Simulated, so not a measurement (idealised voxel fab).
Process module in this document: voxel released beams
The figure presents cross-section cut, which has a width of 170 nm and is divided into square cells with an edge length of 5 nm.
Think of the cross-section as a grid of square cells. We describe it in bands, top to bottom, and each band covers one or more rows of those cells. In this notation a band is specified by the heights of its top and bottom, in that order and in nm, after which its materials appear from left to right, each paired with its width in nm. The word "everywhere" attached to a single material means that material fills the band from edge to edge; the word "air" stands for empty space. Ref level 0: as-received wafer is one material below here. Bottom band extends down with no lower bound ("0 nm and below"). A two-number width, for instance "30 to 40", indicates that the width is equal to the first number in the top row of the band and to the second number in the bottom row, and that it changes by a constant amount per row of cells. Take "no modifications" at face value: in the step it is given for, the cross-section changed in none of its cells. "Sealed void listing" enumerates empty spaces isolated from the top, with no open way to it, that contain at least 8 cells, giving each as width x height at distance from the left edge, all three in nm. after a step's settings: what the simulator itself notes on the step. For masked steps, "overlay nm" on the step line gives how far right of plan the mask actually lay; a minus sign means it lay to the left.

Planned step list for the process:
step 1: RECEIVE (material Si)
step 2: CONFORMAL_DEP (material Al2O3; thk nm 5)
step 3: DIRECTIONAL_DEP (material SiO2; thk nm 20)
step 4: PATTERN (tone open; mask id ANCHOR; material resist; width nm 40; thk nm 20; overlay nm 0)
step 5: DIRECTIONAL_ETCH (etch materials SiO2; depth nm 20)
step 6: STRIP (etch materials resist)
step 7: CONFORMAL_DEP (material SiN; thk nm 15)
step 8: MASKED_ETCH (tone cover; mask id BEAM; width nm 85; etch materials SiN; depth nm 15; overlay nm 0)
step 9: STRIP (etch materials SiO2)

First of two wafers, processed according to plan:

Cross-section, incoming material, after step 1:
  0 nm and below = Si everywhere
  Sealed void listing: none

Cross-section of the wafer subsequent to step 2:
  5 nm to 0 nm = Al2O3 everywhere
  At heights below 0, the structure remains unaltered.

Cross-section of the wafer subsequent to step 3:
  25 nm to 5 nm = SiO2 everywhere
  At heights below 5, the structure remains unaltered.

Cross-section of the wafer subsequent to step 4:
  45 nm to 25 nm = 45 of resist, 40 of air, 85 of resist
  At heights below 25, the structure remains unaltered.

Cross-section of the wafer subsequent to step 5:
  45 nm to 25 nm = 45 of resist, 40 of air, 85 of resist
  25 nm to 5 nm = 45 of SiO2, 40 of air, 85 of SiO2
  At heights below 5, the structure remains unaltered.

Cross-section of the wafer subsequent to step 6:
  25 nm to 5 nm = 45 of SiO2, 40 of air, 85 of SiO2
  At heights below 5, the structure remains unaltered.

Cross-section of the wafer subsequent to step 7:
  40 nm to 25 nm = 60 of SiN, 10 of air, 100 of SiN
  25 nm to 20 nm = 45 of SiO2, 15 of SiN, 10 of air, 15 of SiN, 85 of SiO2
  20 nm to 5 nm = 45 of SiO2, 40 of SiN, 85 of SiO2
  At heights below 5, the structure remains unaltered.

Cross-section of the wafer subsequent to step 8:
  40 nm to 25 nm = 40 of air, 20 of SiN, 10 of air, 55 of SiN, 45 of air
  At heights below 25, the structure remains unaltered.

Cross-section of the wafer subsequent to step 9:
  40 nm to 25 nm = 40 of air, 20 of SiN, 10 of air, 55 of SiN, 45 of air
  25 nm to 20 nm = 45 of air, 15 of SiN, 10 of air, 15 of SiN, 85 of air
  20 nm to 5 nm = 45 of air, 40 of SiN, 85 of air
  At heights below 5, the structure remains unaltered.

For the second wafer, take the first wafer's start and plan, then add one mistake made in running it; everything through step 6, that step included, is shared with the first:

Cross-section of the second wafer at the time step 7 of the plan should have ended:
  45 nm to 25 nm = SiN everywhere
  25 nm to 5 nm = 45 of SiO2, 40 of SiN, 85 of SiO2
  At heights below 5, the structure remains unaltered.

Cross-section of the second wafer at the time step 8 of the plan should have ended:
  45 nm to 30 nm = 40 of air, 85 of SiN, 45 of air
  At heights below 30, the structure remains unaltered.

Cross-section of the second wafer at the time step 9 of the plan should have ended: no modifications
Processing error: not per plan at step 7, really ran CONFORMAL_DEP (material SiN; thk nm 20)
End check, counted in cells, second wafer has more or fewer of these materials than the first: +42 SiN; +104 SiO2
